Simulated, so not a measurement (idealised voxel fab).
process module | voxel released beams
cross-section cut | 165 nm wide | cells 5 nm
A cross-section is a grid of square cells, given in bands from the top down. A band is one or more rows of cells.
Each band's line starts with the height of the band's top and of its bottom, in nm. Then come its materials from left to right, each with its width in nm. One material with "throughout" fills the band from edge to edge. "air" is empty space.
Height 0 is the level under which the wafer as received is all one material. The lowest band goes on downwards, as in "0 down".
A width such as "30 to 40" changes by the same amount from each row of cells to the next, from the band's top row to its bottom row.
"no change" after a step means that no cell of the cross-section changed.
closed voids: empty space of 8 cells or more with no open way to the top, each as width x height at its distance from the left edge, in nm
after a step's settings: what the simulator itself notes on the step
overlay nm, on a step with a mask: how far to the right of its planned place the mask lay; to the left if negative
plan
1 op RECEIVE | material Si
2 op CONFORMAL_DEP | material Al2O3 | thk nm 10
3 op DIRECTIONAL_DEP | material SiO2 | thk nm 15
4 op PATTERN | tone open | mask id ANCHOR | material resist | width nm 30 | thk nm 15 | overlay nm 0
5 op DIRECTIONAL_ETCH | etch materials SiO2 | depth nm 15
6 op STRIP | etch materials resist
7 op CONFORMAL_DEP | material W | thk nm 10
8 op PATTERN | tone cover | mask id BEAM | material resist | width nm 110 | thk nm 20 | overlay nm 0
9 op DIRECTIONAL_ETCH | etch materials W | depth nm 10
10 op STRIP | etch materials resist
11 op STRIP | etch materials SiO2
as received, after step 1
  0 down: Si throughout
  closed voids: none
a wafer at the end: this start, this plan, one mistake
  35 to 25: air 25 | W 45 | air 95
  25 to 20: air 20 | W 10 | SiO2 30 | W 10 | air 95
  20 to 10: air 20 | W 10 | SiO2 30 | W 75 | air 30
  10 to 0: Al2O3 throughout
  0 down: Si throughout
  closed voids: none
what went wrong: step 4 ran as: op PATTERN | tone cover | mask id ANCHOR | material resist | width nm 30 | thk nm 15 | overlay nm 0
